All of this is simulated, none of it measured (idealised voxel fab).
Process module name: voxel self aligned vias
Cross-section cut spans 190 nm and uses square cells 5 nm in size.
We lay out every cross-section as a grid of square cells and spell it out in bands from the top down, where one band means one or more rows of cells. Band entry format. Leading values: height of top, height of bottom, nm. Remainder: materials in left-to-right order, each with its width in nm. Special words: "full width" on a single material, which then fills the band edge to edge; "empty", empty space. Height reference: 0 = level under which incoming wafer is all one material. Lowest band: no bottom, runs on downward, e.g. "from 0 down". You'd read "30 to 40" like this: the band's top row of cells is as wide as the first number, its bottom row is as wide as the second, and going down, every row changes width by the same amount as the row before did. "no alterations made" (step): cross-section cells unchanged, all of them. "Enclosed empty spaces" means: voids of 8 cells or more that are shut off from the top with no open way through. Written width x height at distance, distance from the left edge, in nm. after a step's settings: what the simulator itself notes on the step. "overlay nm" denotes, for a step that has a mask, the displacement of the mask to the right of its planned place, with negative values corresponding to the left.

### Steps planned for the process
step 1: RECEIVE, material Si
step 2: CONFORMAL_DEP, material SiO2, thk nm 10
step 3: CONFORMAL_DEP, material SiCN, thk nm 5
step 4: DIRECTIONAL_DEP, material SiO2, thk nm 25
step 5: PATTERN, tone open, mask id LINES, material resist, width nm 30, pitch nm 80, thk nm 20, overlay nm 0
step 6: DIRECTIONAL_ETCH, etch materials SiO2, depth nm 25
step 7: STRIP, etch materials resist
step 8: CONFORMAL_DEP, material TiN, thk nm 5
step 9: FILL_DEP, material Ru, thk nm 10
step 10: CMP, height nm 40
step 11: SELECTIVE_ETCH, etch materials W Ru TiN, depth nm 10
step 12: FILL_DEP, material SiN, thk nm 10
step 13: CMP, height nm 40
step 14: DIRECTIONAL_DEP, material SiO2, thk nm 15
step 15: MASKED_ETCH, tone open, mask id VIAS, width nm 50, pitch nm 80, etch materials SiO2, depth nm 15, overlay nm 0
step 16: MASKED_ETCH, tone open, mask id VIAS, width nm 50, pitch nm 80, etch materials SiN, depth nm 10, overlay nm 0
step 17: CONFORMAL_DEP, material TiN, thk nm 5
step 18: FILL_DEP, material Cu, thk nm 10
step 19: CMP, height nm 55
step 20: CONFORMAL_DEP, material SiCN, thk nm 5

### Shown in cross-section is the wafer as received, that is, as it stands after step 1
> from 0 down: Si full width
> Enclosed empty spaces: none

### End-of-module cross-section of the first of two wafers, processed as planned
> from 60 to 55: SiCN full width
> from 55 to 45: SiO2 (30)  TiN (5)  Cu (40)  TiN (5)  SiO2 (30)  TiN (5)  Cu (40)  TiN (5)  SiO2 (30)
> from 45 to 35: SiO2 (30 to 40)  TiN (15 to 5)  Cu (20)  TiN (15 to 5)  SiO2 (30 to 50)  TiN (15 to 5)  Cu (20)  TiN (15 to 5)  SiO2 (30 to 40)
> from 35 to 30: SiO2 (40)  TiN (30)  SiO2 (50)  TiN (30)  SiO2 (40)
> from 30 to 20: SiO2 (40)  TiN (5)  Ru (20)  TiN (5)  SiO2 (50)  TiN (5)  Ru (20)  TiN (5)  SiO2 (40)
> from 20 to 15: SiO2 (40)  TiN (30)  SiO2 (50)  TiN (30)  SiO2 (40)
> from 15 to 10: SiCN full width
> from 10 to 0: SiO2 full width
> from 0 down: Si full width
> Enclosed empty spaces: none

### End-of-module cross-section of the second wafer: identical starting point and process plan to the first, with one processing mistake
> from 60 to 55: SiCN full width
> from 55 to 40: SiO2 (30)  TiN (5)  Cu (40)  TiN (5)  SiO2 (30)  TiN (5)  Cu (40)  TiN (5)  SiO2 (30)
> from 40 to 35: SiN (30)  TiN (15)  Cu (20)  TiN (15)  SiN (30)  TiN (15)  Cu (20)  TiN (15)  SiN (30)
> from 35 to 30: SiO2 (40)  TiN (30)  SiO2 (50)  TiN (30)  SiO2 (40)
> from 30 to 15: SiO2 (40)  TiN (5)  Ru (20)  TiN (5)  SiO2 (50)  TiN (5)  Ru (20)  TiN (5)  SiO2 (40)
> from 15 to 10: SiO2 (40)  TiN (30)  SiO2 (50)  TiN (30)  SiO2 (40)
> from 10 to 0: SiO2 full width
> from 0 down: Si full width
> Enclosed empty spaces: none
So what did we get wrong on this run? step 3 from the plan never happened, it was just skipped
Wrapping up, a cell-based count of both wafers puts the second over or under the first for these materials: Cu: 8 more; Ru: 8 more; SiCN: 38 fewer; SiN: 18 more; TiN: 4 more
